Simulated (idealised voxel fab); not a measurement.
This is a process module. Its name is voxel wiring stack.
cross-section cut | 250 nm wide | cells 5 nm
A cross-section is written here as square cells arranged in a grid, and it is given in bands from the top down, each band taking up one or more rows of cells.
Band entry format. Leading values: height of top, height of bottom, nm. Remainder: materials in left-to-right order, each with its width in nm. Special words: "everywhere" on a single material, which then fills the band edge to edge; "blank", empty space.
Height reference: 0 = level under which incoming wafer is all one material. Lowest band: no bottom, runs on downward, e.g. "0 and below".
Graded width ("30->40"): value in top row of band = first number; value in bottom row = second number; row-to-row change constant.
When a step is marked "no alteration", none of the cells in the cross-section changed during that step.
Enclosed voids (no open way to top), threshold 8 cells or more, entry "Cavities, closed", notation width x height at distance, distance from left edge, nm.
On each step's line, the part that comes after the settings is the simulator's own comment on the step.
The setting "overlay nm" may be written on the line of a step. When the step uses a mask, the value reports how far to the right of the planned place the mask lay, and a negative value reports that it lay to the left.
Listed below are the process steps as planned:
1) RECEIVE | material Si
2) CONFORMAL_DEP | material SiO2 | thk nm 10
3) CONFORMAL_DEP | material SiN | thk nm 5
4) DIRECTIONAL_DEP | material SiO2 | thk nm 15
5) MASKED_ETCH | tone open | mask id METAL_1 | width nm 25 | pitch nm 50 | etch materials SiO2 | depth nm 15 | overlay nm 0
6) MASKED_ETCH | tone open | mask id METAL_1 | width nm 25 | pitch nm 50 | etch materials SiN | depth nm 5 | overlay nm 0
7) CONFORMAL_DEP | material TiN | thk nm 5
8) FILL_DEP | material Cu | thk nm 10
9) CMP | height nm 30
10) EPI | material Ru | thk nm 5
11) FILL_DEP | material SiCN | thk nm 5
12) DIRECTIONAL_DEP | material lowk | thk nm 15
13) MASKED_ETCH | tone open | mask id PLUG_1 | width nm 15 | pitch nm 50 | etch materials lowk | depth nm 15 | overlay nm 0
14) MASKED_ETCH | tone open | mask id PLUG_1 | width nm 15 | pitch nm 50 | etch materials SiCN | depth nm 5 | overlay nm 0
15) EPI | material Ru | thk nm 10
16) EPI | material Ru | thk nm 10
17) CONFORMAL_DEP | material SiN | thk nm 5
18) DIRECTIONAL_DEP | material SiO2 | thk nm 25
19) PATTERN | tone open | mask id METAL_2 | material resist | width nm 25 | pitch nm 50 | thk nm 20 | overlay nm -15
20) DIRECTIONAL_ETCH | etch materials SiO2 | depth nm 25
21) DIRECTIONAL_ETCH | etch materials SiN | depth nm 5
22) STRIP | etch materials resist
23) CONFORMAL_DEP | material TiN | thk nm 5
24) FILL_DEP | material Cu | thk nm 5
25) CMP | height nm 85
26) CONFORMAL_DEP | material SiN | thk nm 5
The value of overlay nm given for step 19 in the plan refers to the first wafer; the wafers vary in this setting and are alike at the start.
Cross-section of the first of several received wafers, showing its state after step 1:
0 and below | Si everywhere
Cavities, closed: none
Here is how to read the rows: every wafer has a row, and it shows the wafer at the end of the module, giving for each material how many cells were gained (+) or lost (-) since the wafer was received, then listing its closed voids:
overlay nm -15 | +48 Cu | +38 Ru | +80 SiCN | +130 SiN | +420 SiO2 | +52 TiN | +132 lowk | Cavities, closed: none
overlay nm -10 | +48 Cu | +38 Ru | +80 SiCN | +130 SiN | +420 SiO2 | +52 TiN | +132 lowk | Cavities, closed: none
overlay nm -5 | +48 Cu | +38 Ru | +80 SiCN | +130 SiN | +420 SiO2 | +52 TiN | +132 lowk | Cavities, closed: none
overlay nm 0 | +48 Cu | +38 Ru | +80 SiCN | +130 SiN | +420 SiO2 | +52 TiN | +132 lowk | Cavities, closed: none
overlay nm 5 | +48 Cu | +38 Ru | +80 SiCN | +130 SiN | +420 SiO2 | +52 TiN | +132 lowk | Cavities, closed: none
overlay nm 10 | +48 Cu | +38 Ru | +80 SiCN | +130 SiN | +420 SiO2 | +52 TiN | +132 lowk | Cavities, closed: none
overlay nm 15 | +48 Cu | +38 Ru | +80 SiCN | +130 SiN | +420 SiO2 | +52 TiN | +132 lowk | Cavities, closed: none
